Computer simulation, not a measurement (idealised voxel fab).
Proc. module: voxel tone inversion
In the cross-section labelled cut, the width is 285 nm and each square cell is 5 nm.
Heads up, the way a cross-section reads in here is a grid of square cells, handed over as bands from the top down, with every band being one or more rows of cells.
Per band: top height and bottom height in nm, followed by the left-to-right materials and their widths in nm; "throughout" marks a single material spanning edge to edge, "empty" marks empty space.
Height datum 0, below which the as-received substrate wafer is one material. Lowest band open at the bottom, running downward: "0 nm and below".
A two-number width, for instance "30..40", indicates that the width is equal to the first number in the top row of the band and to the second number in the bottom row, and that it changes by a constant amount per row of cells.
You'll sometimes find "no modification" written for a step, and that's the way of saying that nowhere in the cross-section did a cell change during that step.
You'll see "Sealed voids" listing empty spaces that have no way open to the top, as long as they're 8 cells or more; the notation is width x height at distance, where the distance is from the left edge, and all of it is in nm.
Where a step's line continues beyond its settings, the continuation is a remark by the simulator itself on that step.
The "overlay nm" setting may appear on a step's line; for a step that uses a mask, it gives how far to the right of its planned position the mask lay, and a negative value indicates the left.
# Planned process steps
1: RECEIVE | material Si
2: CONFORMAL_DEP | material SiN | thk nm 5
3: DIRECTIONAL_DEP | material aC | thk nm 20
4: PATTERN | tone cover | mask id POSTS | material resist | width nm 15 | pitch nm 45 | thk nm 25 | overlay nm -15
5: DIRECTIONAL_ETCH | etch materials aC | depth nm 20
6: STRIP | etch materials resist
7: FILL_DEP | material SiO2 | thk nm 10
8: CMP | height nm 25
9: STRIP | etch materials aC
10: CONFORMAL_DEP | material TiN | thk nm 5
11: FILL_DEP | material Ru | thk nm 5
12: CMP | height nm 25
13: CONFORMAL_DEP | material SiCN | thk nm 5
All wafers enter the flow in the same state. The overlay nm at step 4 differs from wafer to wafer, and the plan gives the value for the first wafer.
# So this is the first of several wafers, cross-sectioned as it came to us, meaning it's at the end of step 1
* 0 nm and below  Si throughout
* Sealed voids: none
# Quick key for the table: a row per wafer, taken at the end of the module. For each material it tells you how many cells the wafer gained (+) or lost (-) since it came in, and the closed voids come after
overlay nm -15 | +6 Ru | +57 SiCN | +57 SiN | +204 SiO2 | +18 TiN | Sealed voids: none
overlay nm -10 | +6 Ru | +57 SiCN | +57 SiN | +204 SiO2 | +18 TiN | Sealed voids: none
overlay nm -5 | +6 Ru | +57 SiCN | +57 SiN | +204 SiO2 | +18 TiN | Sealed voids: none
overlay nm 0 | +6 Ru | +57 SiCN | +57 SiN | +204 SiO2 | +18 TiN | Sealed voids: none
overlay nm 5 | +6 Ru | +57 SiCN | +57 SiN | +204 SiO2 | +18 TiN | Sealed voids: none
overlay nm 10 | +6 Ru | +57 SiCN | +57 SiN | +204 SiO2 | +18 TiN | Sealed voids: none
overlay nm 15 | +6 Ru | +57 SiCN | +57 SiN | +204 SiO2 | +18 TiN | Sealed voids: none
